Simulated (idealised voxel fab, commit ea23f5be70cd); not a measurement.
process module | voxel tone inversion
cross-section cut | 190 nm wide | cells 5 nm
A cross-section is a grid of square cells, given in bands from the top down. A band is one or more rows of cells.
Each band's line starts with the height of the band's top and of its bottom, in nm. Then come its materials from left to right, each with its width in nm. One material with "throughout" fills the band from edge to edge. "air" is empty space.
Height 0 is the level under which the wafer as received is all one material. The lowest band goes on downwards, as in "0 down".
A width such as "30 to 40" changes by the same amount from each row of cells to the next, from the band's top row to its bottom row.
"no change" after a step means that no cell of the cross-section changed.
closed voids: empty space of 8 cells or more with no open way to the top, each as width x height at its distance from the left edge, in nm
after a step's settings: what the simulator itself notes on the step
overlay nm, on a step with a mask: how far to the right of its planned place the mask lay; to the left if negative
plan
1 op RECEIVE | material Si
2 op CONFORMAL_DEP | material SiN | thk nm 5
3 op DIRECTIONAL_DEP | material polySi | thk nm 15
4 op PATTERN | tone cover | mask id POSTS | material resist | width nm 15 | pitch nm 45 | thk nm 25 | overlay nm 0
5 op DIRECTIONAL_ETCH | etch materials polySi | depth nm 15
6 op STRIP | etch materials resist
7 op FILL_DEP | material SiO2 | thk nm 5
8 op CMP | height nm 20
9 op STRIP | etch materials polySi
as received, after step 1
  0 down: Si throughout
  closed voids: none
a wafer at the end: this start, this plan, one mistake
  20 to 5: SiO2 40 | air 20 | SiO2 25 | air 20 | SiO2 25 | air 20 | SiO2 40
  5 to 0: SiN throughout
  0 down: Si throughout
  closed voids: none
what went wrong: step 4 ran as: op PATTERN | tone cover | mask id POSTS | material resist | width nm 20 | pitch nm 45 | thk nm 25 | overlay nm 0
